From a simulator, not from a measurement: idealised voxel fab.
Process module under the name voxel wiring stack
Cross-sectional view cut (width: 260 nm; square cell size: 5 nm).
Square cells in a grid make up a cross-section in this document, and the grid is given as bands, listed from the top down, each one or more rows of cells.
Read a band's entry like this: the first values are the height of its top and the height of its bottom in nm, and what follows is the sequence of materials from left to right, each with its width in nm. Note that "air" is empty space, and that a single material marked "full width" reaches across the band from edge to edge.
Below 0: as-received wafer, all one material; heights counted from there. Lowest band: no bottom, goes on down, written "from 0 down".
Think of "30..40" as a width that walks from the first number to the second as you go down the band, top row to bottom row, taking equal-sized steps from row to row.
Step marked "no modifications"? Then no cell in the cross-section changed in it.
Closed internal voids: empty space of 8 cells or more with no open way to the top, each as width x height at its distance from the left edge, in nm
On each step's line, the part that comes after the settings is the simulator's own comment on the step.
overlay nm: on a step with a mask, how far right of its planned place the mask lay; negative means left.
**Steps in the process plan**
1,RECEIVE (material Si)
2,CONFORMAL_DEP (material SiO2; thk nm 10)
3,DIRECTIONAL_DEP (material TiN; thk nm 5)
4,DIRECTIONAL_DEP (material W; thk nm 20)
5,MASKED_ETCH (tone cover; mask id METAL_1; width nm 25; pitch nm 40; etch materials W; depth nm 25; overlay nm 0)
6,MASKED_ETCH (tone cover; mask id METAL_1; width nm 25; pitch nm 40; etch materials TiN; depth nm 5; overlay nm 0)
7,FILL_DEP (material lowk; thk nm 5)
8,CMP (height nm 40)
9,CONFORMAL_DEP (material SiCN; thk nm 5)
10,DIRECTIONAL_DEP (material SiO2; thk nm 10)
11,PATTERN (tone open; mask id PLUG_1; material resist; width nm 15; pitch nm 40; thk nm 15; overlay nm 0)
12,DIRECTIONAL_ETCH (etch materials SiO2; depth nm 10)
13,DIRECTIONAL_ETCH (etch materials SiCN; depth nm 5)
14,STRIP (etch materials resist)
15,CONFORMAL_DEP (material TiN; thk nm 5)
16,FILL_DEP (material Ru; thk nm 10)
17,CMP (height nm 55)
18,DIRECTIONAL_DEP (material TiN; thk nm 5)
19,DIRECTIONAL_DEP (material Ru; thk nm 25)
20,DIRECTIONAL_DEP (material aC; thk nm 15)
21,PATTERN (tone cover; mask id METAL_2; material resist; width nm 25; pitch nm 40; thk nm 35; overlay nm 0)
22,DIRECTIONAL_ETCH (etch materials aC; depth nm 15)
23,STRIP (etch materials resist)
24,DIRECTIONAL_ETCH (etch materials Ru; depth nm 25)
25,DIRECTIONAL_ETCH (etch materials TiN; depth nm 5)
26,STRIP (etch materials aC)
27,CONFORMAL_DEP (material SiCN; thk nm 5)
28,FILL_DEP (material SiO2; thk nm 5)
29,CMP (height nm 85)
30,CONFORMAL_DEP (material SiCN; thk nm 5)
31,DIRECTIONAL_DEP (material lowk; thk nm 20)
32,PATTERN (tone open; mask id PLUG_2; material resist; width nm 15; pitch nm 80; thk nm 20; overlay nm 0)
33,DIRECTIONAL_ETCH (etch materials lowk; depth nm 20)
34,DIRECTIONAL_ETCH (etch materials SiCN; depth nm 5)
35,STRIP (etch materials resist)
36,CONFORMAL_DEP (material TiN; thk nm 5)
37,FILL_DEP (material Ru; thk nm 5)
38,CMP (height nm 110)
39,CONFORMAL_DEP (material SiN; thk nm 5)
40,DIRECTIONAL_DEP (material SiO2; thk nm 15)
41,MASKED_ETCH (tone open; mask id METAL_3; width nm 25; pitch nm 40; etch materials SiO2; depth nm 15; overlay nm 0)
42,MASKED_ETCH (tone open; mask id METAL_3; width nm 25; pitch nm 40; etch materials SiN; depth nm 5; overlay nm 0)
43,CONFORMAL_DEP (material TiN; thk nm 5)
44,FILL_DEP (material Cu; thk nm 5)
45,CMP (height nm 130)
46,CONFORMAL_DEP (material SiCN; thk nm 5)
Don't read the plan's thk nm for step 4 as applying to every wafer: that's the first wafer's value, and the wafers differ in it, though they all start identical.
**Incoming state of the first of several wafers in cross-section: after step 1**
  from 0 down = Si full width
  Closed internal voids: none
**So in this table every wafer gets its own row, and what you see is where it stands at the end of the module: for each material, how many cells it picked up (+) or gave up (-) since we received it, and after that its closed voids**
thk nm 20; +36 Cu; +116 Ru; +210 SiCN; +32 SiN; +400 SiO2; +134 TiN; +80 W; +396 lowk; Closed internal voids: none
thk nm 25; +36 Cu; +116 Ru; +210 SiCN; +32 SiN; +400 SiO2; +134 TiN; +100 W; +376 lowk; Closed internal voids: none
thk nm 30; +36 Cu; +116 Ru; +210 SiCN; +32 SiN; +400 SiO2; +166 TiN; +132 W; +312 lowk; Closed internal voids: none
thk nm 35; +36 Cu; +116 Ru; +210 SiCN; +32 SiN; +400 SiO2; +166 TiN; +164 W; +280 lowk; Closed internal voids: none
thk nm 40; +36 Cu; +116 Ru; +210 SiCN; +32 SiN; +400 SiO2; +166 TiN; +196 W; +248 lowk; Closed internal voids: none
